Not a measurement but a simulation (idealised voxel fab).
process module | voxel ribs on slabs
cross-section cut | 270 nm wide | cells 5 nm
A cross-section is a grid of square cells, given in bands from the top down. A band is one or more rows of cells.
Each band's line starts with the height of the band's top and of its bottom, in nm. Then come its materials from left to right, each with its width in nm. One material with "throughout" fills the band from edge to edge. "air" is empty space.
Height 0 is the level under which the wafer as received is all one material. The lowest band goes on downwards, as in "0 down".
A width such as "30 to 40" changes by the same amount from each row of cells to the next, from the band's top row to its bottom row.
"no change" after a step means that no cell of the cross-section changed.
closed voids: empty space of 8 cells or more with no open way to the top, each as width x height at its distance from the left edge, in nm
after a step's settings: what the simulator itself notes on the step
overlay nm, on a step with a mask: how far to the right of its planned place the mask lay; to the left if negative
plan
1 op RECEIVE | material Si
2 op DIRECTIONAL_DEP | material SiO2 | thk nm 30
3 op DIRECTIONAL_DEP | material polySi | thk nm 25
4 op MASKED_ETCH | tone cover | mask id RIB | width nm 20 | etch materials polySi | depth nm 20 | overlay nm 0
5 op PATTERN | tone cover | mask id SLAB | material resist | width nm 70 | thk nm 20 | overlay nm 0
6 op DIRECTIONAL_ETCH | etch materials polySi | depth nm 5
7 op STRIP | etch materials resist
8 op FILL_DEP | material SiO2 | thk nm 20
9 op CMP | height nm 65
10 op DIRECTIONAL_DEP | material TiN | thk nm 10
11 op DIRECTIONAL_DEP | material aC | thk nm 10
12 op PATTERN | tone cover | mask id HEATER | material resist | width nm 30 | thk nm 30 | overlay nm 0
13 op DIRECTIONAL_ETCH | etch materials aC | depth nm 10
14 op STRIP | etch materials resist
15 op DIRECTIONAL_ETCH | etch materials TiN | depth nm 10
16 op STRIP | etch materials aC
17 op CONFORMAL_DEP | material SiO2 | thk nm 10
as received, after step 1
  0 down: Si throughout
  closed voids: none
first wafer at the end, as planned
  85 to 75: air 110 | SiO2 50 | air 110
  75 to 65: SiO2 120 | TiN 30 | SiO2 120
  65 to 55: SiO2 throughout
  55 to 35: SiO2 125 | polySi 20 | SiO2 125
  35 to 30: SiO2 100 | polySi 70 | SiO2 100
  30 to 0: SiO2 throughout
  0 down: Si throughout
  closed voids: none
second wafer at the end: like start, like plan, one mistake
  85 to 75: air 110 | SiO2 50 | air 110
  75 to 65: SiO2 120 | TiN 30 | SiO2 120
  65 to 55: TiN throughout
  55 to 35: TiN 125 | polySi 20 | TiN 125
  35 to 30: TiN 100 | polySi 70 | TiN 100
  30 to 0: SiO2 throughout
  0 down: Si throughout
  closed voids: none
what went wrong: step 8 ran as: op FILL_DEP | material TiN | thk nm 20
at the end the second wafer has, in cells: 348 fewer of SiO2 | 348 more of TiN
